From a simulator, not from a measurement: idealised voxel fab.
Process module name: voxel tone inversion
For reference, the cross-section in this document is cut, with width 160 nm and square cells of 5 nm.
Cross-section, as written here: a square-cell grid given band by band from the top down, where a band holds one or more rows of cells. For a band, the entry starts with two heights in nm, that of the top and then that of the bottom, and carries on with the band's materials in order from left to right, each alongside its width in nm; the word "throughout" beside a single material means it fills the band edge to edge, and "blank" means empty space. Measure heights from 0. That's the level where, below it, the as-received wafer is all one material. The lowest band is bottomless and extends downward; write it as in "0..down". You'd read "30 to 40" like this: the band's top row of cells is as wide as the first number, its bottom row is as wide as the second, and going down, every row changes width by the same amount as the row before did. "no change occurred" -> step changed no cross-section cell. Empty spaces counting at least 8 cells and having no open way to the top are listed in "Voids lacking openings". The notation width x height at distance is used for each, the distance being from the left edge and all three values in nm. Post-settings text on a step line: simulator's own remark regarding the step. For masked steps, "overlay nm" on the step line gives how far right of plan the mask actually lay; a minus sign means it lay to the left.

# These are the steps we planned for the process
1) RECEIVE: material Si
2) CONFORMAL_DEP: material SiCN, thk nm 5
3) DIRECTIONAL_DEP: material aC, thk nm 15
4) PATTERN: tone cover, mask id POSTS, material resist, width nm 20, pitch nm 35, thk nm 25, overlay nm 0
5) DIRECTIONAL_ETCH: etch materials aC, depth nm 15
6) STRIP: etch materials resist
7) FILL_DEP: material SiO2, thk nm 10
8) CMP: height nm 20
9) STRIP: etch materials aC

# Cross-sectional view of the wafer in its as-received condition, corresponding to the state after step 1
> 0..down | Si throughout
> Voids lacking openings: none

# End-of-module cross-section. Starting structure and process plan as above; one mistake made in running it
> 20..15 | SiCN throughout
> 15..0 | aC throughout
> 0..down | Si throughout
> Voids lacking openings: none
The mistake made against the process plan was this: contrary to the plan, steps 2 and 3 were processed in exchanged order
